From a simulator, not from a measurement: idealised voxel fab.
Proc. module: voxel gate over fins
cross-section cut | 165 nm wide | cells 5 nm
Bands, listed from the top down, are how a cross-section gets written in this document; the cross-section itself is a grid of square cells, and a band is one or more rows of them.
Top, bottom (nm), then materials left to right with widths (nm); lone material tagged "throughout" fills the whole band edge to edge; "blank" = empty space.
For the purposes of this specification, 0 denotes the height below which the wafer in its as-received condition is composed wholly of one material, and the lowermost band, lacking a lower limit, extends downward without end, as expressed in "0..down".
Top row gets the first number, bottom row gets the second, and each row in between changes by the same step: that is how a band width like "30..40" works.
"no change occurred" after a step means that no cell of the cross-section changed.
Entry "Voids, fully enclosed" = empty spaces >= 8 cells with no open way to the top; each as width x height at distance, distance from left edge, all nm.
Step line, after settings: the simulator's comment on this step.
Steps that use a mask can have "overlay nm" on their line. It says how far the mask sat to the right of where it was meant to be. Negative means to the left.
[The steps planned for the process are as follows]
1 RECEIVE [material Si]
2 CONFORMAL_DEP [material SiN] [thk nm 5]
3 PATTERN [tone cover] [mask id FINS] [material resist] [width nm 15] [pitch nm 60] [thk nm 20] [overlay nm 0]
4 DIRECTIONAL_ETCH [etch materials SiN] [depth nm 5]
5 DIRECTIONAL_ETCH [etch materials Si] [depth nm 30]
6 STRIP [etch materials resist]
7 OXIDIZE [depth nm 5]
8 FILL_DEP [material SiO2] [thk nm 5]
9 CMP [height nm 5]
10 MASKED_ETCH [tone open] [mask id RAIL] [width nm 15] [etch materials SiO2] [depth nm 30] [overlay nm 0]
11 CONFORMAL_DEP [material TiN] [thk nm 5]
12 FILL_DEP [material W] [thk nm 10]
13 CMP [height nm 5]
14 SELECTIVE_ETCH [etch materials W Ru TiN] [depth nm 25]
15 FILL_DEP [material SiO2] [thk nm 5]
16 CMP [height nm 5]
17 SELECTIVE_ETCH [etch materials SiO2] [depth nm 20]
18 STRIP [etch materials SiN]
19 CONFORMAL_DEP [material HfO2] [thk nm 5]
20 CONFORMAL_DEP [material TiN] [thk nm 5]
21 FILL_DEP [material W] [thk nm 15]
22 CMP [height nm 20]
23 CONFORMAL_DEP [material SiN] [thk nm 10]
[Cross-section of the wafer upon arrival, representing the state reached after step 1]
    0..down: Si throughout
    Voids, fully enclosed: none
[Here's the cross-section of the first of our two wafers at the end of the module - it ran as planned]
    30..20: SiN throughout
    20..10: W throughout
    10..5: W 10; TiN 25; W 35; TiN 25; W 35; TiN 25; W 10
    5..0: W 10; TiN 5; HfO2 15; TiN 5; W 35; TiN 5; HfO2 15; TiN 5; W 35; TiN 5; HfO2 15; TiN 5; W 10
    0..-5: W 10; TiN 5; HfO2 5; Si 5; HfO2 5; TiN 5; W 35; TiN 5; HfO2 5; Si 5; HfO2 5; TiN 5; W 35; TiN 5; HfO2 5; Si 5; HfO2 5; TiN 5; W 10
    -5..-10: TiN 15; HfO2 5; Si 5; HfO2 5; TiN 45; HfO2 5; Si 5; HfO2 5; TiN 45; HfO2 5; Si 5; HfO2 5; TiN 15
    -10..-15: HfO2 20; Si 5; HfO2 55; Si 5; HfO2 55; Si 5; HfO2 20
    -15..-20: SiO2 20; Si 5; SiO2 55; Si 5; SiO2 55; Si 5; SiO2 20
    -20..-25: SiO2 20; Si 5; SiO2 20; TiN 15; SiO2 20; Si 5; SiO2 55; Si 5; SiO2 20
    -25..-35: SiO2 20; Si 5; SiO2 55; Si 5; SiO2 55; Si 5; SiO2 20
    -35..down: Si throughout
    Voids, fully enclosed: none
[Cross-sectional view of the second of two wafers upon completion of the module. This wafer shared its starting condition and process plan with the first; one error was made during its execution]
    30..20: SiN throughout
    20..10: W throughout
    10..5: W 10; HfO2 25; W 35; HfO2 25; W 35; HfO2 25; W 10
    5..0: W 10; HfO2 5; TiN 15; HfO2 5; W 35; HfO2 5; TiN 15; HfO2 5; W 35; HfO2 5; TiN 15; HfO2 5; W 10
    0..-5: W 10; HfO2 5; TiN 5; Si 5; TiN 5; HfO2 5; W 35; HfO2 5; TiN 5; Si 5; TiN 5; HfO2 5; W 35; HfO2 5; TiN 5; Si 5; TiN 5; HfO2 5; W 10
    -5..-10: HfO2 15; TiN 5; Si 5; TiN 5; HfO2 45; TiN 5; Si 5; TiN 5; HfO2 45; TiN 5; Si 5; TiN 5; HfO2 15
    -10..-15: TiN 20; Si 5; TiN 55; Si 5; TiN 55; Si 5; TiN 20
    -15..-20: SiO2 20; Si 5; SiO2 55; Si 5; SiO2 55; Si 5; SiO2 20
    -20..-25: SiO2 20; Si 5; SiO2 20; TiN 15; SiO2 20; Si 5; SiO2 55; Si 5; SiO2 20
    -25..-35: SiO2 20; Si 5; SiO2 55; Si 5; SiO2 55; Si 5; SiO2 20
    -35..down: Si throughout
    Voids, fully enclosed: none
It is concluded that the wafer was processed incorrectly with respect to the plan, in that steps 19 and 20 got flipped, so each one ran where the other should have
In the final comparison it is observed that the number of cells assigned to each material is identical for the two wafers, whereas their placement is not.
